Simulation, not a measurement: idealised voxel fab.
process module | voxel transistor to metal
cross-section cut | 205 nm wide | cells 5 nm
A cross-section is a grid of square cells, given in bands from the top down. A band is one or more rows of cells.
Each band's line starts with the height of the band's top and of its bottom, in nm. Then come its materials from left to right, each with its width in nm. One material with "throughout" fills the band from edge to edge. "air" is empty space.
Height 0 is the level under which the wafer as received is all one material. The lowest band goes on downwards, as in "0 down".
A width such as "30 to 40" changes by the same amount from each row of cells to the next, from the band's top row to its bottom row.
"no change" after a step means that no cell of the cross-section changed.
closed voids: empty space of 8 cells or more with no open way to the top, each as width x height at its distance from the left edge, in nm
after a step's settings: what the simulator itself notes on the step
overlay nm, on a step with a mask: how far to the right of its planned place the mask lay; to the left if negative
plan
1 op RECEIVE | material Si
2 op CONFORMAL_DEP | material SiO2 | thk nm 5
3 op CONFORMAL_DEP | material SiN | thk nm 10
4 op DIRECTIONAL_DEP | material aC | thk nm 15
5 op PATTERN | tone cover | mask id ACTIVE | material resist | width nm 110 | thk nm 35 | overlay nm 0
6 op DIRECTIONAL_ETCH | etch materials aC | depth nm 15
7 op STRIP | etch materials resist
8 op DIRECTIONAL_ETCH | etch materials SiN | depth nm 10
9 op DIRECTIONAL_ETCH | etch materials SiO2 | depth nm 5
10 op DIRECTIONAL_ETCH | etch materials Si | depth nm 35
11 op STRIP | etch materials aC
12 op OXIDIZE | depth nm 5
13 op FILL_DEP | material SiO2 | thk nm 10
14 op CMP | height nm 15
15 op SELECTIVE_ETCH | etch materials SiO2 | depth nm 10
16 op STRIP | etch materials SiN
17 op SELECTIVE_ETCH | etch materials SiO2 | depth nm 5
18 op OXIDIZE | depth nm 5
19 op DIRECTIONAL_DEP | material polySi | thk nm 25
20 op DIRECTIONAL_DEP | material SiCN | thk nm 10
21 op DIRECTIONAL_DEP | material aC | thk nm 10
22 op PATTERN | tone cover | mask id GATE | material resist | width nm 20 | thk nm 25 | overlay nm 0
23 op DIRECTIONAL_ETCH | etch materials aC | depth nm 10
24 op STRIP | etch materials resist
25 op DIRECTIONAL_ETCH | etch materials SiCN | depth nm 20
26 op DIRECTIONAL_ETCH | etch materials polySi | depth nm 35
27 op STRIP | etch materials aC
28 op CONFORMAL_DEP | material SiO2 | thk nm 5
29 op DIRECTIONAL_ETCH | etch materials SiO2 | depth nm 5
30 op CONFORMAL_DEP | material SiN | thk nm 10
31 op DIRECTIONAL_ETCH | etch materials SiN | depth nm 10
32 op DIRECTIONAL_ETCH | etch materials SiO2 | depth nm 5
33 op EPI | material pSi | thk nm 5
34 op FILL_DEP | material SiO2 | thk nm 10
35 op CMP | height nm 35
36 op DIRECTIONAL_DEP | material SiO2 | thk nm 15
37 op MASKED_ETCH | tone open | mask id CONTACT | width nm 30 | pitch nm 60 | etch materials SiO2 | depth nm 50 | overlay nm 0
38 op CONFORMAL_DEP | material TiN | thk nm 5
39 op FILL_DEP | material Ru | thk nm 5
40 op CMP | height nm 50
41 op CONFORMAL_DEP | material SiCN | thk nm 5
42 op DIRECTIONAL_DEP | material SiO2 | thk nm 15
43 op MASKED_ETCH | tone open | mask id METAL_1 | width nm 15 | pitch nm 75 | etch materials SiO2 | depth nm 15 | overlay nm 0
44 op MASKED_ETCH | tone open | mask id METAL_1 | width nm 15 | pitch nm 75 | etch materials SiCN | depth nm 5 | overlay nm 0
45 op CONFORMAL_DEP | material TiN | thk nm 5
46 op FILL_DEP | material Ru | thk nm 10
47 op CMP | height nm 70
48 op CONFORMAL_DEP | material SiCN | thk nm 5
49 op DIRECTIONAL_DEP | material SiO2 | thk nm 30
50 op PATTERN | tone open | mask id METAL_2 | material resist | width nm 15 | pitch nm 75 | thk nm 15 | overlay nm 0
51 op DIRECTIONAL_ETCH | etch materials SiO2 | depth nm 20
52 op STRIP | etch materials resist
53 op MASKED_ETCH | tone open | mask id METAL_2_HOLES | width nm 15 | pitch nm 75 | etch materials SiO2 | depth nm 10 | overlay nm 0
54 op MASKED_ETCH | tone open | mask id METAL_2_HOLES | width nm 15 | pitch nm 75 | etch materials SiCN | depth nm 5 | overlay nm 0
55 op CONFORMAL_DEP | material TiN | thk nm 5
56 op FILL_DEP | material Ru | thk nm 10
57 op CMP | height nm 105
58 op CONFORMAL_DEP | material SiCN | thk nm 5
as received, after step 1
  0 down: Si throughout
  closed voids: none
a wafer at the end: this start, this plan, one mistake
  110 to 105: SiCN throughout
  105 to 95: SiO2 50 | TiN 5 | Ru 10 to 5 | TiN 5 to 10 | SiO2 55 | TiN 5 | Ru 10 to 5 | TiN 5 to 10 | SiO2 60
  95 to 90: SiO2 50 | TiN 5 | Ru 5 | TiN 5 | SiO2 60 | TiN 5 | Ru 5 | TiN 5 | SiO2 65
  90 to 85: SiO2 50 | TiN 15 | SiO2 60 | TiN 15 | SiO2 65
  85 to 75: SiO2 55 | TiN 10 | SiO2 65 | TiN 10 | SiO2 65
  75 to 70: SiCN 55 | TiN 10 | SiCN 65 | TiN 10 | SiCN 65
  70 to 55: SiO2 55 | TiN 5 | Ru 5 | TiN 5 | SiO2 60 | TiN 5 | Ru 5 | TiN 5 | SiO2 60
  55 to 50: SiCN 55 | TiN 15 | SiCN 60 | TiN 15 | SiCN 60
  50 to 40: SiO2 55 | TiN 5 | Ru 20 | TiN 5 | SiO2 30 | TiN 5 | Ru 20 | TiN 5 | SiO2 60
  40 to 35: SiO2 55 | TiN 5 | Ru 10 | TiN 15 | SiO2 30 | TiN 15 | Ru 10 | TiN 5 | SiO2 60
  35 to 25: SiO2 55 | TiN 5 | Ru 10 | TiN 5 | SiN 10 | SiO2 5 | SiCN 20 | SiO2 5 | SiN 10 | TiN 5 | Ru 10 | TiN 5 | SiO2 60
  25 to 5: SiO2 55 | TiN 5 | Ru 10 | TiN 5 | SiN 10 | SiO2 5 | polySi 20 | SiO2 5 | SiN 10 | TiN 5 | Ru 10 | TiN 5 | SiO2 60
  5 to 0: SiO2 55 | TiN 20 | SiN 10 | SiO2 5 | polySi 20 | SiO2 5 | SiN 10 | TiN 20 | SiO2 60
  0 to -5: SiO2 45 | pSi 30 | SiO2 50 | pSi 30 | SiO2 50
  -5 to -40: SiO2 50 | Si 100 | SiO2 55
  -40 down: Si throughout
  closed voids: none
what went wrong: step 50 ran as: op PATTERN | tone open | mask id METAL_2 | material resist | width nm 15 | pitch nm 75 | thk nm 15 | overlay nm -5
